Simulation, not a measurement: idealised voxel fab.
The document below concerns the process module designated voxel released beams.
Cross-sectional view cut (width: 155 nm; square cell size: 5 nm).
When this document writes out a cross-section, it uses a grid of square cells and lists it as bands, beginning at the top and moving down, with a band standing for one or more rows of cells. Top, bottom (nm), then materials left to right with widths (nm); lone material tagged "edge to edge" fills the whole band edge to edge; "air" = empty space. Heights from 0 (as-received wafer is one material below). Bottom band endless downward, as "0 and below". Width: "30 to 40" (first number = top row, second number = bottom row, same change from row to row of cells). Step note "all unchanged" = no cross-section cell changed. "Enclosed voids": empty spaces of 8 cells or more with no open way to the top, each given as width x height at distance, distance from the left edge, all in nm. The remark found on a step's line after its settings is issued by the simulator itself and pertains to that step. You can add "overlay nm" to a step's line. For a step with a mask, it describes how far the mask lay to the right of its planned position, and a negative number describes a lay to the left.
PLANNED STEP LIST FOR THE PROCESS
1,RECEIVE with material Si
2,CONFORMAL_DEP with material SiN, thk nm 10
3,DIRECTIONAL_DEP with material SiO2, thk nm 20
4,MASKED_ETCH with tone open, mask id ANCHOR, width nm 45, etch materials SiO2, depth nm 20, overlay nm 0
5,CONFORMAL_DEP with material polySi, thk nm 15
6,PATTERN with tone cover, mask id BEAM, material resist, width nm 90, thk nm 15, overlay nm 0
7,DIRECTIONAL_ETCH with etch materials polySi, depth nm 15
8,STRIP with etch materials resist
9,STRIP with etch materials SiO2
Wafers differ in width nm at step 6; plan lists the first wafer's value; identical starting state.
FIRST OF SEVERAL WAFERS (AS RECEIVED, POST STEP 1), CROSS-SECTIONAL VIEW
    0 and below | Si edge to edge
    Enclosed voids: none
HERE IS HOW TO READ THE ROWS: EVERY WAFER HAS A ROW, AND IT SHOWS THE WAFER AT THE END OF THE MODULE, GIVING FOR EACH MATERIAL HOW MANY CELLS WERE GAINED (+) OR LOST (-) SINCE THE WAFER WAS RECEIVED, THEN LISTING ITS CLOSED VOIDS
width nm 90, +62 SiN, +78 polySi, Enclosed voids: none
width nm 95, +62 SiN, +81 polySi, Enclosed voids: none
width nm 100, +62 SiN, +84 polySi, Enclosed voids: none
width nm 105, +62 SiN, +87 polySi, Enclosed voids: none
width nm 110, +62 SiN, +90 polySi, Enclosed voids: none
width nm 115, +62 SiN, +93 polySi, Enclosed voids: none
